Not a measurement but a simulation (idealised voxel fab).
The following is a process module called voxel capacitor over wiring.
cross-section cut | 280 nm wide | cells 5 nm
Square cells in a grid make up a cross-section in this document, and the grid is given as bands, listed from the top down, each one or more rows of cells. Each band's line starts with the height of the band's top and of its bottom, in nm. Then come its materials from left to right, each with its width in nm. One material with "edge to edge" fills the band from edge to edge. "blank" is empty space. The level at which height equals 0 is the one under which the wafer, as it arrives, is entirely one material. No lower edge exists for the bottom band, which continues downward and is notated as in "0 and below". A two-number width, for instance "30..40", indicates that the width is equal to the first number in the top row of the band and to the second number in the bottom row, and that it changes by a constant amount per row of cells. It should be understood that the words "no alteration", when stated for a given step, signify that the cross-section underwent no change in any of its cells during that step. Listed in "Sealed void listing": every empty space of 8 or more cells without an open way to the top. Form: width x height at distance, the distance being from the left edge, all in nm. Where a step's line continues beyond its settings, the continuation is a remark by the simulator itself on that step. overlay nm: step with mask; distance mask lay right of planned place; negative value = left of planned place.

### The steps planned for the process are as follows
| 1 | RECEIVE with material Si |
| 2 | CONFORMAL_DEP with material SiO2, thk nm 15 |
| 3 | DIRECTIONAL_DEP with material TiN, thk nm 5 |
| 4 | DIRECTIONAL_DEP with material W, thk nm 15 |
| 5 | DIRECTIONAL_DEP with material aC, thk nm 10 |
| 6 | PATTERN with tone cover, mask id METAL_1, material resist, width nm 20, pitch nm 70, thk nm 30, overlay nm 0 |
| 7 | DIRECTIONAL_ETCH with etch materials aC, depth nm 10 |
| 8 | STRIP with etch materials resist |
| 9 | DIRECTIONAL_ETCH with etch materials W, depth nm 15 |
| 10 | DIRECTIONAL_ETCH with etch materials TiN, depth nm 5 |
| 11 | STRIP with etch materials aC |
| 12 | FILL_DEP with material SiO2, thk nm 5 |
| 13 | CMP with height nm 35 |
| 14 | CONFORMAL_DEP with material SiCN, thk nm 5 |
| 15 | DIRECTIONAL_DEP with material SiO2, thk nm 15 |
| 16 | MASKED_ETCH with tone open, mask id PLUG_1, width nm 15, etch materials SiO2, depth nm 15, overlay nm 0 |
| 17 | MASKED_ETCH with tone open, mask id PLUG_1, width nm 15, etch materials SiCN, depth nm 5, overlay nm 0 |
| 18 | EPI with material Ru, thk nm 10 |
| 19 | EPI with material Ru, thk nm 10 |
| 20 | DIRECTIONAL_DEP with material TiN, thk nm 10 |
| 21 | DIRECTIONAL_DEP with material SiN, thk nm 5 |
| 22 | DIRECTIONAL_DEP with material TiN, thk nm 5 |
| 23 | PATTERN with tone cover, mask id UPPER_PLATE, material resist, width nm 55, thk nm 20, overlay nm 0 |
| 24 | DIRECTIONAL_ETCH with etch materials TiN, depth nm 5 |
| 25 | DIRECTIONAL_ETCH with etch materials SiN, depth nm 5 |
| 26 | STRIP with etch materials resist |
| 27 | DIRECTIONAL_DEP with material aC, thk nm 10 |
| 28 | PATTERN with tone cover, mask id LOWER_PLATE, material resist, width nm 65, thk nm 25, overlay nm 0 |
| 29 | DIRECTIONAL_ETCH with etch materials aC, depth nm 10 |
| 30 | STRIP with etch materials resist |
| 31 | DIRECTIONAL_ETCH with etch materials TiN, depth nm 10 |
| 32 | STRIP with etch materials aC |
| 33 | FILL_DEP with material SiO2, thk nm 20 |
| 34 | CMP with height nm 90 |
| 35 | PATTERN with tone open, mask id PLUG_2, material resist, width nm 15, thk nm 15, overlay nm 0 |
| 36 | DIRECTIONAL_ETCH with etch materials SiO2, depth nm 15 |
| 37 | STRIP with etch materials resist |
| 38 | CONFORMAL_DEP with material TiN, thk nm 5 |
| 39 | FILL_DEP with material W, thk nm 10 |
| 40 | CMP with height nm 90 |
| 41 | CONFORMAL_DEP with material SiN, thk nm 5 |

### Cross-section: wafer on arrival = after step 1
> 0 and below = Si edge to edge
> Sealed void listing: none

### Wafer cross-section at end of module: start and plan as shown above, one execution error
> 95 down to 90 = SiN edge to edge
> 90 down to 80 = SiO2 (110), then TiN (5), then W (5), then TiN (5), then SiO2 (155)
> 80 down to 70 = SiO2 (110..100), then TiN (15), then SiO2 (155..165)
> 70 down to 65 = SiO2 (100), then SiN (15), then SiO2 (165)
> 65 down to 55 = SiO2 (100), then TiN (15..55), then SiO2 (165..125)
> 55 down to 50 = SiO2 (115), then SiN (40), then SiO2 (125)
> 50 down to 40 = SiO2 (95), then TiN (5), then SiO2 (15), then TiN (45), then SiO2 (120)
> 40 down to 35 = SiCN edge to edge
> 35 down to 20 = SiO2 (95), then W (20), then SiO2 (50), then W (20), then SiO2 (95)
> 20 down to 15 = SiO2 (95), then TiN (20), then SiO2 (50), then TiN (20), then SiO2 (95)
> 15 down to 0 = SiO2 edge to edge
> 0 and below = Si edge to edge
> Sealed void listing: none
Want to know what went wrong? the process deviated at step 16: the operation and settings actually run there were MASKED_ETCH with tone cover, mask id PLUG_1, width nm 15, etch materials SiO2, depth nm 15, overlay nm 0
